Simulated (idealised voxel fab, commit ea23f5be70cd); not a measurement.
The document below concerns the process module designated voxel trench capacitor.
This is section cut - it's 270 nm across, gridded in 5 nm square cells.
A cross-section in this document is a grid of square cells, and it is written down as bands, the top band listed before the ones below it; a band is made up of one or more rows of cells.
The band entry comprises the height of the band's top followed by the height of its bottom, expressed in nm, and subsequently the band's materials from left to right, each stated together with its width in nm. Where a single material is marked with the word "everywhere", that material fills the band from edge to edge. The word "air" represents empty space.
Heads up on the height convention: 0 is the point under which the incoming wafer is all one material, and the lowest band has no bottom, it just keeps going down, like "0 and below".
A two-number width, for instance "30 to 40", indicates that the width is equal to the first number in the top row of the band and to the second number in the bottom row, and that it changes by a constant amount per row of cells.
Step note "nothing was modified" = no cross-section cell changed.
Entry "Sealed-off cavities" = empty spaces >= 8 cells with no open way to the top; each as width x height at distance, distance from left edge, all nm.
Note: text after step settings on the step line = simulator remark on that step.
A step's line can hold "overlay nm"; with a mask on that step, the setting says how far right of the planned place the mask lay, while a negative setting says it lay to the left.

# The following list gives the planned process steps
step 1: RECEIVE: material Si
step 2: CONFORMAL_DEP: material SiN, thk nm 5
step 3: PATTERN: tone open, mask id TRENCH, material resist, width nm 25, pitch nm 50, thk nm 20, overlay nm 0
step 4: DIRECTIONAL_ETCH: etch materials SiN, depth nm 5
step 5: DIRECTIONAL_ETCH: etch materials Si, depth nm 40
step 6: STRIP: etch materials resist
step 7: CONFORMAL_DEP: material SiO2, thk nm 5
step 8: FILL_DEP: material polySi, thk nm 5
step 9: CMP: height nm 5

# Cross-sectional view of the wafer in its as-received condition, corresponding to the state after step 1
- 0 and below  Si everywhere
- Sealed-off cavities: none

# End-of-module XS, first of two wafers, run as planned
- 5 down to 0  70 nm SiN; 5 nm SiO2; 15 nm polySi; 5 nm SiO2; 25 nm SiN; 5 nm SiO2; 15 nm polySi; 5 nm SiO2; 25 nm SiN; 5 nm SiO2; 15 nm polySi; 5 nm SiO2; 75 nm SiN
- 0 down to -35  70 nm Si; 5 nm SiO2; 15 nm polySi; 5 nm SiO2; 25 nm Si; 5 nm SiO2; 15 nm polySi; 5 nm SiO2; 25 nm Si; 5 nm SiO2; 15 nm polySi; 5 nm SiO2; 75 nm Si
- -35 down to -40  70 nm Si; 25 nm SiO2; 25 nm Si; 25 nm SiO2; 25 nm Si; 25 nm SiO2; 75 nm Si
- -40 and below  Si everywhere
- Sealed-off cavities: none

# End of module, second wafer, cross-section. Started like the first, planned like the first, run with one mistake
- 5 down to 0  70 nm SiN; 5 nm SiO2; 15 nm SiN; 5 nm SiO2; 25 nm SiN; 5 nm SiO2; 15 nm SiN; 5 nm SiO2; 25 nm SiN; 5 nm SiO2; 15 nm SiN; 5 nm SiO2; 75 nm SiN
- 0 down to -35  70 nm Si; 5 nm SiO2; 15 nm SiN; 5 nm SiO2; 25 nm Si; 5 nm SiO2; 15 nm SiN; 5 nm SiO2; 25 nm Si; 5 nm SiO2; 15 nm SiN; 5 nm SiO2; 75 nm Si
- -35 down to -40  70 nm Si; 25 nm SiO2; 25 nm Si; 25 nm SiO2; 25 nm Si; 25 nm SiO2; 75 nm Si
- -40 and below  Si everywhere
- Sealed-off cavities: none
So what did we get wrong on this run? the process deviated at step 8: the operation and settings actually run there were FILL_DEP: material SiN, thk nm 5
Upon completion, the second wafer contains, in terms of cells, a greater or smaller amount of certain materials than the first wafer: SiN +72 | polySi -72
